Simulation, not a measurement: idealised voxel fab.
Herein follows the process module entitled voxel transistor to metal.
Section cut is 195 nm wide and gridded with 5 nm square cells.
Format of a cross-section: grid, square cells. Given as bands. Order: top down. Band: one or more rows of cells.
Band entry format. Leading values: height of top, height of bottom, nm. Remainder: materials in left-to-right order, each with its width in nm. Special words: "all across" on a single material, which then fills the band edge to edge; "air", empty space.
For the purposes of this specification, 0 denotes the height below which the wafer in its as-received condition is composed wholly of one material, and the lowermost band, lacking a lower limit, extends downward without end, as expressed in "0 and below".
Note: "30..40" means the width goes from the first number (top row of the band) to the second number (bottom row) in equal steps per row of cells.
For the purposes of this document, the phrase "nothing altered" attached to a step denotes that no cell within the cross-section was modified by that step.
Under "Closed void inventory" you'll find the enclosed gaps, the ones with no way out to the top, that are 8 cells or bigger; each reads width x height at distance, with distance counted from the left edge, everything in nm.
Read whatever lies past the settings on a step's line as the simulator's own remark about the step.
What "overlay nm" on a step's line means: if the step has a mask, that mask lay this far to the right of its planned place, or, when the value is negative, to the left.

PLANNED STEP LIST FOR THE PROCESS
- 1: RECEIVE,material Si
- 2: OXIDIZE,depth nm 5
- 3: CONFORMAL_DEP,material SiN,thk nm 15
- 4: MASKED_ETCH,tone cover,mask id ACTIVE,width nm 105,etch materials SiN,depth nm 15,overlay nm 0
- 5: MASKED_ETCH,tone cover,mask id ACTIVE,width nm 105,etch materials SiO2,depth nm 5,overlay nm 0
- 6: MASKED_ETCH,tone cover,mask id ACTIVE,width nm 105,etch materials Si,depth nm 20,overlay nm 0
- 7: FILL_DEP,material SiO2,thk nm 5
- 8: CMP,height nm 15
- 9: SELECTIVE_ETCH,etch materials SiO2,depth nm 5
- 10: STRIP,etch materials SiN
- 11: SELECTIVE_ETCH,etch materials SiO2,depth nm 5
- 12: OXIDIZE,depth nm 5
- 13: DIRECTIONAL_DEP,material polySi,thk nm 25
- 14: DIRECTIONAL_DEP,material SiCN,thk nm 10
- 15: DIRECTIONAL_DEP,material aC,thk nm 15
- 16: PATTERN,tone cover,mask id GATE,material resist,width nm 35,thk nm 30,overlay nm 0
- 17: DIRECTIONAL_ETCH,etch materials aC,depth nm 15
- 18: STRIP,etch materials resist
- 19: DIRECTIONAL_ETCH,etch materials SiCN,depth nm 20
- 20: DIRECTIONAL_ETCH,etch materials polySi,depth nm 35
- 21: STRIP,etch materials aC
- 22: CONFORMAL_DEP,material SiN,thk nm 5
- 23: DIRECTIONAL_ETCH,etch materials SiN,depth nm 5
- 24: DIRECTIONAL_ETCH,etch materials SiO2,depth nm 5
- 25: DIRECTIONAL_ETCH,etch materials Si,depth nm 5
- 26: EPI,material pSi,thk nm 5
- 27: FILL_DEP,material SiO2,thk nm 5
- 28: CMP,height nm 20
- 29: STRIP,etch materials polySi
- 30: SELECTIVE_ETCH,etch materials SiO2,depth nm 5
- 31: CONFORMAL_DEP,material HfO2,thk nm 5
- 32: CONFORMAL_DEP,material TiN,thk nm 5
- 33: FILL_DEP,material W,thk nm 5
- 34: CMP,height nm 15
- 35: DIRECTIONAL_DEP,material SiO2,thk nm 10
- 36: PATTERN,tone open,mask id CONTACT,material resist,width nm 15,pitch nm 80,thk nm 20,overlay nm 0
- 37: DIRECTIONAL_ETCH,etch materials SiO2,depth nm 35
- 38: STRIP,etch materials resist
- 39: CONFORMAL_DEP,material TiN,thk nm 5
- 40: FILL_DEP,material Ru,thk nm 10
- 41: CMP,height nm 25
- 42: DIRECTIONAL_DEP,material TiN,thk nm 5
- 43: DIRECTIONAL_DEP,material Ru,thk nm 25
- 44: MASKED_ETCH,tone cover,mask id METAL_1,width nm 15,pitch nm 80,etch materials Ru,depth nm 25,overlay nm 0
- 45: MASKED_ETCH,tone cover,mask id METAL_1,width nm 15,pitch nm 80,etch materials TiN,depth nm 5,overlay nm 0
- 46: FILL_DEP,material SiO2,thk nm 5
- 47: CMP,height nm 55
- 48: CONFORMAL_DEP,material SiN,thk nm 5

RECEIVED-STATE CROSS-SECTION, REFLECTING COMPLETION OF STEP 1
	0 and below: Si all across
	Closed void inventory: none

THE CROSS-SECTION SHOWN CORRESPONDS TO THE WAFER AT THE CONCLUSION OF THE MODULE. THE INITIAL STRUCTURE AND THE PROCESS PLAN ARE THOSE PRESENTED ABOVE; HOWEVER, ONE MISTAKE OCCURRED IN EXECUTING THE PLAN
	60 down to 55: SiN all across
	55 down to 30: 50 nm SiO2 | 15 nm Ru | 65 nm SiO2 | 15 nm Ru | 50 nm SiO2
	30 down to 25: 50 nm SiO2 | 15 nm TiN | 65 nm SiO2 | 15 nm TiN | 50 nm SiO2
	25 down to 15: 50 nm SiO2 | 5 nm TiN | 5 nm Ru | 5 nm TiN | 65 nm SiO2 | 5 nm TiN | 5 nm Ru | 5 nm TiN | 50 nm SiO2
	15 down to 5: 50 nm SiO2 | 5 nm TiN | 5 nm Ru | 5 nm TiN | 5 nm SiO2 | 5 nm SiN | 5 nm HfO2 | 5 nm TiN | 15 nm W | 5 nm TiN | 5 nm HfO2 | 5 nm SiN | 15 nm SiO2 | 5 nm TiN | 5 nm Ru | 5 nm TiN | 50 nm SiO2
	5 down to 0: 40 nm SiO2 | 5 nm SiN | 5 nm SiO2 | 5 nm TiN | 5 nm Ru | 5 nm TiN | 5 nm SiO2 | 5 nm SiN | 5 nm HfO2 | 5 nm TiN | 15 nm W | 5 nm TiN | 5 nm HfO2 | 5 nm SiN | 15 nm SiO2 | 5 nm TiN | 5 nm Ru | 5 nm TiN | 5 nm SiO2 | 5 nm SiN | 40 nm SiO2
	0 down to -5: 40 nm SiO2 | 5 nm SiN | 5 nm SiO2 | 5 nm TiN | 5 nm Ru | 5 nm TiN | 5 nm SiO2 | 5 nm SiN | 5 nm HfO2 | 25 nm TiN | 5 nm HfO2 | 5 nm SiN | 15 nm SiO2 | 5 nm TiN | 5 nm Ru | 5 nm TiN | 5 nm SiO2 | 5 nm SiN | 40 nm SiO2
	-5 down to -10: 50 nm SiO2 | 15 nm TiN | 5 nm pSi | 45 nm HfO2 | 5 nm pSi | 10 nm SiO2 | 15 nm TiN | 50 nm SiO2
	-10 down to -15: 45 nm SiO2 | 25 nm pSi | 45 nm Si | 35 nm pSi | 45 nm SiO2
	-15 down to -25: 45 nm SiO2 | 105 nm Si | 45 nm SiO2
	-25 and below: Si all across
	Closed void inventory: none
Misprocessing identified: step 16 was not run as planned; what actually ran was PATTERN,tone cover,mask id GATE,material resist,width nm 35,thk nm 30,overlay nm -5
